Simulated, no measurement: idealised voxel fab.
Name of the process module below: voxel wiring stack
245 nm wide, 5 nm square cells: that's cross-section cut.
The cross-sections in this document take the form of a grid made of square cells. They are written out as bands, in order from top to bottom. Each band consists of one or more rows of cells.
Band entry format. Leading values: height of top, height of bottom, nm. Remainder: materials in left-to-right order, each with its width in nm. Special words: "edge to edge" on a single material, which then fills the band edge to edge; "blank", empty space.
Measure heights from 0. That's the level where, below it, the as-received wafer is all one material. The lowest band is bottomless and extends downward; write it as in "z 0 and below".
A width such as "30->40" changes by the same amount from each row of cells to the next, from the band's top row to its bottom row.
Given "no modification" for a step, no cell of the cross-section differs between before and after that step.
Under "Enclosed void entries" you'll find the enclosed gaps, the ones with no way out to the top, that are 8 cells or bigger; each reads width x height at distance, with distance counted from the left edge, everything in nm.
What comes after the settings on a step's line is commentary from the simulator itself on that step.
overlay nm: on a step with a mask, how far right of its planned place the mask lay; negative means left.

The process steps that were planned are listed below
1,RECEIVE (material Si)
2,CONFORMAL_DEP (material SiO2; thk nm 10)
3,CONFORMAL_DEP (material SiN; thk nm 5)
4,DIRECTIONAL_DEP (material SiO2; thk nm 20)
5,DIRECTIONAL_DEP (material aC; thk nm 10)
6,PATTERN (tone open; mask id METAL_1; material resist; width nm 30; pitch nm 55; thk nm 25; overlay nm 0)
7,DIRECTIONAL_ETCH (etch materials aC; depth nm 10)
8,STRIP (etch materials resist)
9,DIRECTIONAL_ETCH (etch materials SiO2; depth nm 20)
10,DIRECTIONAL_ETCH (etch materials SiN; depth nm 5)
11,STRIP (etch materials aC)
12,CONFORMAL_DEP (material TiN; thk nm 5)
13,FILL_DEP (material Ru; thk nm 5)
14,CMP (height nm 35)
15,CONFORMAL_DEP (material SiCN; thk nm 5)
16,DIRECTIONAL_DEP (material SiO2; thk nm 10)
17,PATTERN (tone open; mask id PLUG_1; material resist; width nm 15; pitch nm 55; thk nm 15; overlay nm 0)
18,DIRECTIONAL_ETCH (etch materials SiO2; depth nm 10)
19,DIRECTIONAL_ETCH (etch materials SiCN; depth nm 5)
20,STRIP (etch materials resist)
21,EPI (material Ru; thk nm 10)
22,EPI (material Ru; thk nm 5)
23,DIRECTIONAL_DEP (material TiN; thk nm 5)
24,DIRECTIONAL_DEP (material W; thk nm 25)
25,MASKED_ETCH (tone cover; mask id METAL_2; width nm 30; pitch nm 55; etch materials W; depth nm 25; overlay nm 0)
26,MASKED_ETCH (tone cover; mask id METAL_2; width nm 30; pitch nm 55; etch materials TiN; depth nm 5; overlay nm 0)
27,CONFORMAL_DEP (material SiN; thk nm 5)
28,FILL_DEP (material lowk; thk nm 5)
29,CMP (height nm 80)
30,CONFORMAL_DEP (material SiCN; thk nm 5)
31,DIRECTIONAL_DEP (material SiO2; thk nm 10)
32,MASKED_ETCH (tone open; mask id PLUG_2; width nm 15; pitch nm 55; etch materials SiO2; depth nm 10; overlay nm 0)
33,MASKED_ETCH (tone open; mask id PLUG_2; width nm 15; pitch nm 55; etch materials SiCN; depth nm 5; overlay nm 0)
34,EPI (material Ru; thk nm 10)
35,EPI (material Ru; thk nm 5)
36,CONFORMAL_DEP (material SiCN; thk nm 5)
37,DIRECTIONAL_DEP (material lowk; thk nm 25)
38,MASKED_ETCH (tone open; mask id METAL_3; width nm 30; pitch nm 55; etch materials lowk; depth nm 25; overlay nm 0)
39,MASKED_ETCH (tone open; mask id METAL_3; width nm 30; pitch nm 55; etch materials SiCN; depth nm 5; overlay nm 0)
40,CONFORMAL_DEP (material TiN; thk nm 5)
41,FILL_DEP (material W; thk nm 10)
42,CMP (height nm 125)
43,CONFORMAL_DEP (material SiCN; thk nm 5)

The first wafer of two, processed as planned

Step 1 complete: cross-section of the wafer as received
z 0 and below = Si edge to edge
Enclosed void entries: none

The wafer, seen in cross-section, after step 2
z 10 to 0 = SiO2 edge to edge
Rest of section, below 0: as before.

The wafer, seen in cross-section, after step 3
z 15 to 10 = SiN edge to edge
Rest of section, below 10: as before.

The wafer, seen in cross-section, after step 4
z 35 to 15 = SiO2 edge to edge
Rest of section, below 15: as before.

The wafer, seen in cross-section, after step 5
z 45 to 35 = aC edge to edge
Rest of section, below 35: as before.

The wafer, seen in cross-section, after step 6
z 70 to 45 = resist: 80, then blank: 30, then resist: 25, then blank: 30, then resist: 80
Rest of section, below 45: as before.

The wafer, seen in cross-section, after step 7
z 60 to 45 = resist: 80, then blank: 30, then resist: 25, then blank: 30, then resist: 80
z 45 to 35 = aC: 80, then blank: 30, then aC: 25, then blank: 30, then aC: 80
Rest of section, below 35: as before.

The wafer, seen in cross-section, after step 8
z 45 to 35 = aC: 80, then blank: 30, then aC: 25, then blank: 30, then aC: 80
Rest of section, below 35: as before.

The wafer, seen in cross-section, after step 9
z 45 to 35 = aC: 80, then blank: 30, then aC: 25, then blank: 30, then aC: 80
z 35 to 15 = SiO2: 80, then blank: 30, then SiO2: 25, then blank: 30, then SiO2: 80
Rest of section, below 15: as before.

The wafer, seen in cross-section, after step 10
z 45 to 35 = aC: 80, then blank: 30, then aC: 25, then blank: 30, then aC: 80
z 35 to 15 = SiO2: 80, then blank: 30, then SiO2: 25, then blank: 30, then SiO2: 80
z 15 to 10 = SiN: 80, then blank: 30, then SiN: 25, then blank: 30, then SiN: 80
Rest of section, below 10: as before.

The wafer, seen in cross-section, after step 11
z 35 to 15 = SiO2: 80, then blank: 30, then SiO2: 25, then blank: 30, then SiO2: 80
Rest of section, below 15: as before.

The wafer, seen in cross-section, after step 12
z 40 to 35 = TiN: 85, then blank: 20, then TiN: 35, then blank: 20, then TiN: 85
z 35 to 15 = SiO2: 80, then TiN: 5, then blank: 20, then TiN: 5, then SiO2: 25, then TiN: 5, then blank: 20, then TiN: 5, then SiO2: 80
z 15 to 10 = SiN: 80, then TiN: 30, then SiN: 25, then TiN: 30, then SiN: 80
Rest of section, below 10: as before.

The wafer, seen in cross-section, after step 13
z 45 to 40 = Ru edge to edge
z 40 to 35 = TiN: 85, then Ru: 20, then TiN: 35, then Ru: 20, then TiN: 85
z 35 to 15 = SiO2: 80, then TiN: 5, then Ru: 20, then TiN: 5, then SiO2: 25, then TiN: 5, then Ru: 20, then TiN: 5, then SiO2: 80
Rest of section, below 15: as before.

The wafer, seen in cross-section, after step 14
z 35 to 15 = SiO2: 80, then TiN: 5, then Ru: 20, then TiN: 5, then SiO2: 25, then TiN: 5, then Ru: 20, then TiN: 5, then SiO2: 80
Rest of section, below 15: as before.

The wafer, seen in cross-section, after step 15
z 40 to 35 = SiCN edge to edge
Rest of section, below 35: as before.

The wafer, seen in cross-section, after step 16
z 50 to 40 = SiO2 edge to edge
Rest of section, below 40: as before.

The wafer, seen in cross-section, after step 17
z 65 to 50 = resist: 80, then blank: 15, then resist: 40, then blank: 15, then resist: 95
Rest of section, below 50: as before.

The wafer, seen in cross-section, after step 18
z 65 to 50 = resist: 80, then blank: 15, then resist: 40, then blank: 15, then resist: 95
z 50 to 40 = SiO2: 80, then blank: 15, then SiO2: 40, then blank: 15, then SiO2: 95
Rest of section, below 40: as before.

The wafer, seen in cross-section, after step 19
z 65 to 50 = resist: 80, then blank: 15, then resist: 40, then blank: 15, then resist: 95
z 50 to 40 = SiO2: 80, then blank: 15, then SiO2: 40, then blank: 15, then SiO2: 95
z 40 to 35 = SiCN: 80, then blank: 15, then SiCN: 40, then blank: 15, then SiCN: 95
Rest of section, below 35: as before.

The wafer, seen in cross-section, after step 20
z 50 to 40 = SiO2: 80, then blank: 15, then SiO2: 40, then blank: 15, then SiO2: 95
Rest of section, below 40: as before.

The wafer, seen in cross-section, after step 21
z 50 to 45 = SiO2: 80, then blank: 15, then SiO2: 40, then blank: 15, then SiO2: 95
z 45 to 40 = SiO2: 80, then Ru: 15, then SiO2: 40, then Ru: 15, then SiO2: 95
z 40 to 35 = SiCN: 80, then Ru: 15, then SiCN: 40, then Ru: 15, then SiCN: 95
Rest of section, below 35: as before.

The wafer, seen in cross-section, after step 22
z 50 to 40 = SiO2: 80, then Ru: 15, then SiO2: 40, then Ru: 15, then SiO2: 95
Rest of section, below 40: as before.

The wafer, seen in cross-section, after step 23
z 55 to 50 = TiN edge to edge
Rest of section, below 50: as before.

The wafer, seen in cross-section, after step 24
z 80 to 55 = W edge to edge
Rest of section, below 55: as before.

The wafer, seen in cross-section, after step 25
z 80 to 55 = blank: 80, then W: 30, then blank: 25, then W: 30, then blank: 80
Rest of section, below 55: as before.

The wafer, seen in cross-section, after step 26
z 80 to 55 = blank: 80, then W: 30, then blank: 25, then W: 30, then blank: 80
z 55 to 50 = blank: 80, then TiN: 30, then blank: 25, then TiN: 30, then blank: 80
Rest of section, below 50: as before.

The wafer, seen in cross-section, after step 27
z 85 to 80 = blank: 75, then SiN: 40, then blank: 15, then SiN: 40, then blank: 75
z 80 to 55 = blank: 75, then SiN: 5, then W: 30, then SiN: 5, then blank: 15, then SiN: 5, then W: 30, then SiN: 5, then blank: 75
z 55 to 50 = SiN: 80, then TiN: 30, then SiN: 25, then TiN: 30, then SiN: 80
Rest of section, below 50: as before.

The wafer, seen in cross-section, after step 28
z 90 to 85 = lowk edge to edge
z 85 to 80 = lowk: 75, then SiN: 40, then lowk: 15, then SiN: 40, then lowk: 75
z 80 to 55 = lowk: 75, then SiN: 5, then W: 30, then SiN: 5, then lowk: 15, then SiN: 5, then W: 30, then SiN: 5, then lowk: 75
Rest of section, below 55: as before.

The wafer, seen in cross-section, after step 29
z 80 to 55 = lowk: 75, then SiN: 5, then W: 30, then SiN: 5, then lowk: 15, then SiN: 5, then W: 30, then SiN: 5, then lowk: 75
Rest of section, below 55: as before.

The wafer, seen in cross-section, after step 30
z 85 to 80 = SiCN edge to edge
Rest of section, below 80: as before.

The wafer, seen in cross-section, after step 31
z 95 to 85 = SiO2 edge to edge
Rest of section, below 85: as before.

The wafer, seen in cross-section, after step 32
z 95 to 85 = SiO2: 80, then blank: 15, then SiO2: 40, then blank: 15, then SiO2: 95
Rest of section, below 85: as before.

The wafer, seen in cross-section, after step 33
z 95 to 85 = SiO2: 80, then blank: 15, then SiO2: 40, then blank: 15, then SiO2: 95
z 85 to 80 = SiCN: 80, then blank: 15, then SiCN: 40, then blank: 15, then SiCN: 95
Rest of section, below 80: as before.

The wafer, seen in cross-section, after step 34
z 95 to 90 = SiO2: 80, then blank: 15, then SiO2: 40, then blank: 15, then SiO2: 95
z 90 to 85 = SiO2: 80, then Ru: 15, then SiO2: 40, then Ru: 15, then SiO2: 95
z 85 to 80 = SiCN: 80, then Ru: 15, then SiCN: 40, then Ru: 15, then SiCN: 95
Rest of section, below 80: as before.

The wafer, seen in cross-section, after step 35
z 95 to 85 = SiO2: 80, then Ru: 15, then SiO2: 40, then Ru: 15, then SiO2: 95
Rest of section, below 85: as before.

The wafer, seen in cross-section, after step 36
z 100 to 95 = SiCN edge to edge
Rest of section, below 95: as before.

The wafer, seen in cross-section, after step 37
z 125 to 100 = lowk edge to edge
Rest of section, below 100: as before.

The wafer, seen in cross-section, after step 38
z 125 to 100 = lowk: 80, then blank: 30, then lowk: 25, then blank: 30, then lowk: 80
Rest of section, below 100: as before.

The wafer, seen in cross-section, after step 39
z 125 to 100 = lowk: 80, then blank: 30, then lowk: 25, then blank: 30, then lowk: 80
z 100 to 95 = SiCN: 80, then blank: 30, then SiCN: 25, then blank: 30, then SiCN: 80
Rest of section, below 95: as before.

The wafer, seen in cross-section, after step 40
z 130 to 125 = TiN: 85, then blank: 20, then TiN: 35, then blank: 20, then TiN: 85
z 125 to 100 = lowk: 80, then TiN: 5, then blank: 20, then TiN: 5, then lowk: 25, then TiN: 5, then blank: 20, then TiN: 5, then lowk: 80
z 100 to 95 = SiCN: 80, then TiN: 30, then SiCN: 25, then TiN: 30, then SiCN: 80
Rest of section, below 95: as before.

The wafer, seen in cross-section, after step 41
z 140 to 130 = W edge to edge
z 130 to 125 = TiN: 85, then W: 20, then TiN: 35, then W: 20, then TiN: 85
z 125 to 100 = lowk: 80, then TiN: 5, then W: 20, then TiN: 5, then lowk: 25, then TiN: 5, then W: 20, then TiN: 5, then lowk: 80
Rest of section, below 100: as before.

The wafer, seen in cross-section, after step 42
z 125 to 100 = lowk: 80, then TiN: 5, then W: 20, then TiN: 5, then lowk: 25, then TiN: 5, then W: 20, then TiN: 5, then lowk: 80
Rest of section, below 100: as before.

The wafer, seen in cross-section, after step 43
z 130 to 125 = SiCN edge to edge
Rest of section, below 125: as before.

For the second wafer, take the first wafer's start and plan, then add one mistake made in running it; everything through step 3, that step included, is shared with the first

Second wafer, section view, time point: scheduled end of step 4
z 35 to 10 = SiN edge to edge
Rest of section, below 10: as before.

Second wafer, section view, time point: scheduled end of step 5
z 45 to 35 = aC edge to edge
Rest of section, below 35: as before.

Second wafer, section view, time point: scheduled end of step 6
z 70 to 45 = resist: 80, then blank: 30, then resist: 25, then blank: 30, then resist: 80
Rest of section, below 45: as before.

Second wafer, section view, time point: scheduled end of step 7
z 60 to 45 = resist: 80, then blank: 30, then resist: 25, then blank: 30, then resist: 80
z 45 to 35 = aC: 80, then blank: 30, then aC: 25, then blank: 30, then aC: 80
Rest of section, below 35: as before.

Second wafer, section view, time point: scheduled end of step 8
z 45 to 35 = aC: 80, then blank: 30, then aC: 25, then blank: 30, then aC: 80
Rest of section, below 35: as before.

Second wafer, section view, time point: scheduled end of step 9: no modification

Second wafer, section view, time point: scheduled end of step 10
z 45 to 35 = aC: 80, then blank: 30, then aC: 25, then blank: 30, then aC: 80
z 35 to 30 = SiN: 80, then blank: 30, then SiN: 25, then blank: 30, then SiN: 80
Rest of section, below 30: as before.

Second wafer, section view, time point: scheduled end of step 11
z 35 to 30 = SiN: 80, then blank: 30, then SiN: 25, then blank: 30, then SiN: 80
Rest of section, below 30: as before.

Second wafer, section view, time point: scheduled end of step 12
z 40 to 35 = TiN: 85, then blank: 20, then TiN: 35, then blank: 20, then TiN: 85
z 35 to 30 = SiN: 80, then TiN: 30, then SiN: 25, then TiN: 30, then SiN: 80
Rest of section, below 30: as before.

Second wafer, section view, time point: scheduled end of step 13
z 45 to 40 = Ru edge to edge
z 40 to 35 = TiN: 85, then Ru: 20, then TiN: 35, then Ru: 20, then TiN: 85
Rest of section, below 35: as before.

Second wafer, section view, time point: scheduled end of step 14
z 35 to 30 = SiN: 80, then TiN: 30, then SiN: 25, then TiN: 30, then SiN: 80
Rest of section, below 30: as before.

Second wafer, section view, time point: scheduled end of step 15
z 40 to 35 = SiCN edge to edge
Rest of section, below 35: as before.

Second wafer, section view, time point: scheduled end of step 16
z 50 to 40 = SiO2 edge to edge
Rest of section, below 40: as before.

Second wafer, section view, time point: scheduled end of step 17
z 65 to 50 = resist: 80, then blank: 15, then resist: 40, then blank: 15, then resist: 95
Rest of section, below 50: as before.

Second wafer, section view, time point: scheduled end of step 18
z 65 to 50 = resist: 80, then blank: 15, then resist: 40, then blank: 15, then resist: 95
z 50 to 40 = SiO2: 80, then blank: 15, then SiO2: 40, then blank: 15, then SiO2: 95
Rest of section, below 40: as before.

Second wafer, section view, time point: scheduled end of step 19
z 65 to 50 = resist: 80, then blank: 15, then resist: 40, then blank: 15, then resist: 95
z 50 to 40 = SiO2: 80, then blank: 15, then SiO2: 40, then blank: 15, then SiO2: 95
z 40 to 35 = SiCN: 80, then blank: 15, then SiCN: 40, then blank: 15, then SiCN: 95
Rest of section, below 35: as before.

Second wafer, section view, time point: scheduled end of step 20
z 50 to 40 = SiO2: 80, then blank: 15, then SiO2: 40, then blank: 15, then SiO2: 95
Rest of section, below 40: as before.

Second wafer, section view, time point: scheduled end of step 21
z 50 to 45 = SiO2: 80, then blank: 15, then SiO2: 40, then blank: 15, then SiO2: 95
z 45 to 40 = SiO2: 80, then Ru: 15, then SiO2: 40, then Ru: 15, then SiO2: 95
z 40 to 35 = SiCN: 80, then Ru: 15, then SiCN: 40, then Ru: 15, then SiCN: 95
Rest of section, below 35: as before.

Second wafer, section view, time point: scheduled end of step 22
z 50 to 40 = SiO2: 80, then Ru: 15, then SiO2: 40, then Ru: 15, then SiO2: 95
Rest of section, below 40: as before.

Second wafer, section view, time point: scheduled end of step 23
z 55 to 50 = TiN edge to edge
Rest of section, below 50: as before.

Second wafer, section view, time point: scheduled end of step 24
z 80 to 55 = W edge to edge
Rest of section, below 55: as before.

Second wafer, section view, time point: scheduled end of step 25
z 80 to 55 = blank: 80, then W: 30, then blank: 25, then W: 30, then blank: 80
Rest of section, below 55: as before.

Second wafer, section view, time point: scheduled end of step 26
z 80 to 55 = blank: 80, then W: 30, then blank: 25, then W: 30, then blank: 80
z 55 to 50 = blank: 80, then TiN: 30, then blank: 25, then TiN: 30, then blank: 80
Rest of section, below 50: as before.

Second wafer, section view, time point: scheduled end of step 27
z 85 to 80 = blank: 75, then SiN: 40, then blank: 15, then SiN: 40, then blank: 75
z 80 to 55 = blank: 75, then SiN: 5, then W: 30, then SiN: 5, then blank: 15, then SiN: 5, then W: 30, then SiN: 5, then blank: 75
z 55 to 50 = SiN: 80, then TiN: 30, then SiN: 25, then TiN: 30, then SiN: 80
Rest of section, below 50: as before.

Second wafer, section view, time point: scheduled end of step 28
z 90 to 85 = lowk edge to edge
z 85 to 80 = lowk: 75, then SiN: 40, then lowk: 15, then SiN: 40, then lowk: 75
z 80 to 55 = lowk: 75, then SiN: 5, then W: 30, then SiN: 5, then lowk: 15, then SiN: 5, then W: 30, then SiN: 5, then lowk: 75
Rest of section, below 55: as before.

Second wafer, section view, time point: scheduled end of step 29
z 80 to 55 = lowk: 75, then SiN: 5, then W: 30, then SiN: 5, then lowk: 15, then SiN: 5, then W: 30, then SiN: 5, then lowk: 75
Rest of section, below 55: as before.

Second wafer, section view, time point: scheduled end of step 30
z 85 to 80 = SiCN edge to edge
Rest of section, below 80: as before.

Second wafer, section view, time point: scheduled end of step 31
z 95 to 85 = SiO2 edge to edge
Rest of section, below 85: as before.

Second wafer, section view, time point: scheduled end of step 32
z 95 to 85 = SiO2: 80, then blank: 15, then SiO2: 40, then blank: 15, then SiO2: 95
Rest of section, below 85: as before.

Second wafer, section view, time point: scheduled end of step 33
z 95 to 85 = SiO2: 80, then blank: 15, then SiO2: 40, then blank: 15, then SiO2: 95
z 85 to 80 = SiCN: 80, then blank: 15, then SiCN: 40, then blank: 15, then SiCN: 95
Rest of section, below 80: as before.

Second wafer, section view, time point: scheduled end of step 34
z 95 to 90 = SiO2: 80, then blank: 15, then SiO2: 40, then blank: 15, then SiO2: 95
z 90 to 85 = SiO2: 80, then Ru: 15, then SiO2: 40, then Ru: 15, then SiO2: 95
z 85 to 80 = SiCN: 80, then Ru: 15, then SiCN: 40, then Ru: 15, then SiCN: 95
Rest of section, below 80: as before.

Second wafer, section view, time point: scheduled end of step 35
z 95 to 85 = SiO2: 80, then Ru: 15, then SiO2: 40, then Ru: 15, then SiO2: 95
Rest of section, below 85: as before.

Second wafer, section view, time point: scheduled end of step 36
z 100 to 95 = SiCN edge to edge
Rest of section, below 95: as before.

Second wafer, section view, time point: scheduled end of step 37
z 125 to 100 = lowk edge to edge
Rest of section, below 100: as before.

Second wafer, section view, time point: scheduled end of step 38
z 125 to 100 = lowk: 80, then blank: 30, then lowk: 25, then blank: 30, then lowk: 80
Rest of section, below 100: as before.

Second wafer, section view, time point: scheduled end of step 39
z 125 to 100 = lowk: 80, then blank: 30, then lowk: 25, then blank: 30, then lowk: 80
z 100 to 95 = SiCN: 80, then blank: 30, then SiCN: 25, then blank: 30, then SiCN: 80
Rest of section, below 95: as before.

Second wafer, section view, time point: scheduled end of step 40
z 130 to 125 = TiN: 85, then blank: 20, then TiN: 35, then blank: 20, then TiN: 85
z 125 to 100 = lowk: 80, then TiN: 5, then blank: 20, then TiN: 5, then lowk: 25, then TiN: 5, then blank: 20, then TiN: 5, then lowk: 80
z 100 to 95 = SiCN: 80, then TiN: 30, then SiCN: 25, then TiN: 30, then SiCN: 80
Rest of section, below 95: as before.

Second wafer, section view, time point: scheduled end of step 41
z 140 to 130 = W edge to edge
z 130 to 125 = TiN: 85, then W: 20, then TiN: 35, then W: 20, then TiN: 85
z 125 to 100 = lowk: 80, then TiN: 5, then W: 20, then TiN: 5, then lowk: 25, then TiN: 5, then W: 20, then TiN: 5, then lowk: 80
Rest of section, below 100: as before.

Second wafer, section view, time point: scheduled end of step 42
z 125 to 100 = lowk: 80, then TiN: 5, then W: 20, then TiN: 5, then lowk: 25, then TiN: 5, then W: 20, then TiN: 5, then lowk: 80
Rest of section, below 100: as before.

Second wafer, section view, time point: scheduled end of step 43
z 130 to 125 = SiCN edge to edge
Rest of section, below 125: as before.
Finding, execution versus plan: so step 4 ended up running with a different setting than we planned, it ran as DIRECTIONAL_DEP (material SiN; thk nm 20)
Final difference in cells, second wafer against first, listed per material as more or fewer: Ru -32; SiN +196; SiO2 -148; TiN -16
